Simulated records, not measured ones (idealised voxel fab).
This section sets out a process module, namely voxel fin reveal.
190 nm wide, 5 nm square cells: that's cross-section cut.
When this document writes out a cross-section, it uses a grid of square cells and lists it as bands, beginning at the top and moving down, with a band standing for one or more rows of cells.
Heights first: top, then bottom, in nm. Then materials, left to right, each with a width in nm. "edge to edge" on a single material: fills the band edge to edge. "air": empty space.
Zero point of the height axis is 0; under it, received wafer = one material. Lowest band: continues down indefinitely, "0 down".
Per-row width for "30 to 40": begins at first number (top row of band), ends at second number (bottom row), increment between rows held constant.
"stayed the same" after a step means that no cell of the cross-section changed.
"Enclosed cavity list": sealed empty spaces, 8 cells or more, no open way to top, listed width x height at distance, with distance from the left edge and width, height and distance in nm.
Note: text after step settings on the step line = simulator remark on that step.
"overlay nm" denotes, for a step that has a mask, the displacement of the mask to the right of its planned place, with negative values corresponding to the left.

[Here's what the planned process steps look like]
1: RECEIVE | material Si
2: CONFORMAL_DEP | material SiN | thk nm 5
3: MASKED_ETCH | tone cover | mask id FINS | width nm 15 | pitch nm 40 | etch materials SiN | depth nm 5 | overlay nm 0
4: MASKED_ETCH | tone cover | mask id FINS | width nm 15 | pitch nm 40 | etch materials Si | depth nm 35 | overlay nm 0
5: OXIDIZE | depth nm 5
6: FILL_DEP | material SiO2 | thk nm 15
7: CMP | height nm 5
8: SELECTIVE_ETCH | etch materials SiO2 | depth nm 15
9: STRIP | etch materials SiN
The plan shows the thk nm of step 2 as the first wafer had it; this setting differs between the wafers, which start out alike.

[Received wafers, first of several: cross-section after step 1]
0 down  Si edge to edge
Enclosed cavity list: none

[Wafer cross-section (first of several) - module end, post step 9 (last step)]
0 to -10  air (30) / Si (5) / air (35) / Si (5) / air (35) / Si (5) / air (35) / Si (5) / air (35)
-10 to -40  SiO2 (30) / Si (5) / SiO2 (35) / Si (5) / SiO2 (35) / Si (5) / SiO2 (35) / Si (5) / SiO2 (35)
-40 down  Si edge to edge
Enclosed cavity list: none

[Here we cross-sectioned the last of the wafers once the module was done]
0 down  Si edge to edge
Enclosed cavity list: none

[Heads up, this table goes wafer by wafer. A row tells you, at the end of the module, how many cells of each material that wafer has put on (+) or dropped (-) since it was received, and then its closed voids]
thk nm 5, -272 Si, +204 SiO2, Enclosed cavity list: none
thk nm 10, no modification to any cross-section cell, Enclosed cavity list: none
thk nm 15, no modification to any cross-section cell, Enclosed cavity list: none
thk nm 20, no modification to any cross-section cell, Enclosed cavity list: none
